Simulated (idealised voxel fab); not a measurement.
Presented below is a process module, voxel lift off.
The cross-section shown here is cut; it is 295 nm wide and divided into square cells measuring 5 nm on a side.
Heads up, the way a cross-section reads in here is a grid of square cells, handed over as bands from the top down, with every band being one or more rows of cells. In this notation a band is specified by the heights of its top and bottom, in that order and in nm, after which its materials appear from left to right, each paired with its width in nm. The word "throughout" attached to a single material means that material fills the band from edge to edge; the word "blank" stands for empty space. Measure heights from 0. That's the level where, below it, the as-received wafer is all one material. The lowest band is bottomless and extends downward; write it as in "0 and below". Note: "30->40" means the width goes from the first number (top row of the band) to the second number (bottom row) in equal steps per row of cells. "no modifications" for a step: no cell of the cross-section changed in that step. In the "Enclosed void catalog" entry, you get each enclosed empty space of 8 cells or more, one with no open way to the top, written width x height at distance, distance from the left edge, in nm. It should be noted that, on the line of a given step, the content following the step's settings is a remark produced by the simulator itself with respect to that step. For masked steps, "overlay nm" on the step line gives how far right of plan the mask actually lay; a minus sign means it lay to the left.

Plan:
- 1: RECEIVE: material Si
- 2: CONFORMAL_DEP: material Al2O3, thk nm 5
- 3: PATTERN: tone open, mask id LINES, material resist, width nm 30, pitch nm 50, thk nm 30, overlay nm 0
- 4: DIRECTIONAL_DEP: material Ru, thk nm 15
- 5: STRIP: etch materials resist
- 6: CONFORMAL_DEP: material SiCN, thk nm 5
The value of thk nm given for step 6 in the plan refers to the first wafer; the wafers vary in this setting and are alike at the start.

Cross-section of the first incoming wafer of several, state after step 1:
> 0 and below | Si throughout
> Enclosed void catalog: none

Rows = wafers. At module end, each row lists per material the cells gained (+) or lost (-) since the wafer was received, then the closed voids:
thk nm 5, +59 Al2O3, +36 Ru, +71 SiCN, Enclosed void catalog: none
thk nm 10, +59 Al2O3, +36 Ru, +142 SiCN, Enclosed void catalog: none
thk nm 15, +59 Al2O3, +36 Ru, +207 SiCN, Enclosed void catalog: none
thk nm 20, +59 Al2O3, +36 Ru, +272 SiCN, Enclosed void catalog: none
